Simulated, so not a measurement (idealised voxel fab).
Process module heading - voxel capacitor over wiring
cross-section cut | 190 nm wide | cells 5 nm
Cross-section, as written here: a square-cell grid given band by band from the top down, where a band holds one or more rows of cells.
First you get the band's top height and its bottom height, in nm, and then the materials it's made of, left to right, with each width in nm. If you see a single material with "throughout", that one covers the band edge to edge. "empty" is empty space.
Height 0 is the level under which the wafer as received is all one material. The lowest band goes on downwards, as in "0 and below".
When a width is written as two numbers, as in "30->40", the first number is the width in the top row of cells of the band and the second is the width in its bottom row, and the width changes by the same amount from each row to the next.
The designation "nothing got changed", where it is given for a processing step, indicates that no cell of the cross-section was altered in the course of that step.
Look at "Enclosed void listing" for the closed voids: empty spaces with no open path to the top, sized 8 cells or up. Each is width x height at distance, distance from the left edge, all nm.
Text after the settings on a step's line: the simulator's own remark on that step.
When a step includes a mask, the "overlay nm" setting on its line states how far to the right of its planned place that mask lay, and negative values state how far to the left.
The steps planned for the process are as follows:
- 1: op RECEIVE | material Si
- 2: op CONFORMAL_DEP | material SiO2 | thk nm 10
- 3: op DIRECTIONAL_DEP | material TiN | thk nm 5
- 4: op DIRECTIONAL_DEP | material W | thk nm 25
- 5: op DIRECTIONAL_DEP | material aC | thk nm 10
- 6: op PATTERN | tone cover | mask id METAL_1 | material resist | width nm 20 | pitch nm 75 | thk nm 30 | overlay nm 0
- 7: op DIRECTIONAL_ETCH | etch materials aC | depth nm 10
- 8: op STRIP | etch materials resist
- 9: op DIRECTIONAL_ETCH | etch materials W | depth nm 25
- 10: op DIRECTIONAL_ETCH | etch materials TiN | depth nm 5
- 11: op STRIP | etch materials aC
- 12: op FILL_DEP | material lowk | thk nm 10
- 13: op CMP | height nm 40
- 14: op CONFORMAL_DEP | material SiCN | thk nm 5
- 15: op DIRECTIONAL_DEP | material lowk | thk nm 15
- 16: op MASKED_ETCH | tone open | mask id PLUG_1 | width nm 15 | etch materials lowk | depth nm 15 | overlay nm 0
- 17: op MASKED_ETCH | tone open | mask id PLUG_1 | width nm 15 | etch materials SiCN | depth nm 5 | overlay nm 0
- 18: op CONFORMAL_DEP | material TiN | thk nm 5
- 19: op FILL_DEP | material Cu | thk nm 5
- 20: op CMP | height nm 60
- 21: op DIRECTIONAL_DEP | material TiN | thk nm 10
- 22: op DIRECTIONAL_DEP | material SiN | thk nm 5
- 23: op DIRECTIONAL_DEP | material TiN | thk nm 10
- 24: op PATTERN | tone cover | mask id UPPER_PLATE | material resist | width nm 60 | thk nm 15 | overlay nm 0
- 25: op DIRECTIONAL_ETCH | etch materials TiN | depth nm 10
- 26: op DIRECTIONAL_ETCH | etch materials SiN | depth nm 5
- 27: op STRIP | etch materials resist
- 28: op PATTERN | tone cover | mask id LOWER_PLATE | material resist | width nm 70 | thk nm 15 | overlay nm 0
- 29: op DIRECTIONAL_ETCH | etch materials TiN | depth nm 10
- 30: op STRIP | etch materials resist
- 31: op FILL_DEP | material SiO2 | thk nm 20
- 32: op CMP | height nm 100
- 33: op MASKED_ETCH | tone open | mask id PLUG_2 | width nm 15 | etch materials SiO2 | depth nm 15 | overlay nm 0
- 34: op CONFORMAL_DEP | material TiN | thk nm 5
- 35: op FILL_DEP | material Cu | thk nm 10
- 36: op CMP | height nm 100
- 37: op CONFORMAL_DEP | material SiCN | thk nm 5
Incoming wafer in cross-section (state: after step 1):
- 0 and below  Si throughout
- Enclosed void listing: none
Starting structure and process plan are as shown above, but one mistake was made in running the module; the wafer cross-section at the end of the module follows:
- 105 down to 100  SiCN throughout
- 100 down to 90  60 of SiO2, then 5 of TiN, then 5 of Cu, then 5 of TiN, then 115 of SiO2
- 90 down to 85  60 of SiO2, then 15 of TiN, then 115 of SiO2
- 85 down to 75  50 of SiO2, then 60 of TiN, then 80 of SiO2
- 75 down to 70  50 of SiO2, then 60 of SiN, then 80 of SiO2
- 70 down to 60  45 of SiO2, then 70 of TiN, then 75 of SiO2
- 60 down to 55  50 of SiCN, then 15 of TiN, then 125 of SiCN
- 55 down to 40  lowk throughout
- 40 down to 15  45 of lowk, then 20 of W, then 55 of lowk, then 20 of W, then 50 of lowk
- 15 down to 10  45 of lowk, then 20 of TiN, then 55 of lowk, then 20 of TiN, then 50 of lowk
- 10 down to 0  SiO2 throughout
- 0 and below  Si throughout
- Enclosed void listing: none
What broke from the plan during processing? step 14 ran in the slot meant for step 15, and vice versa
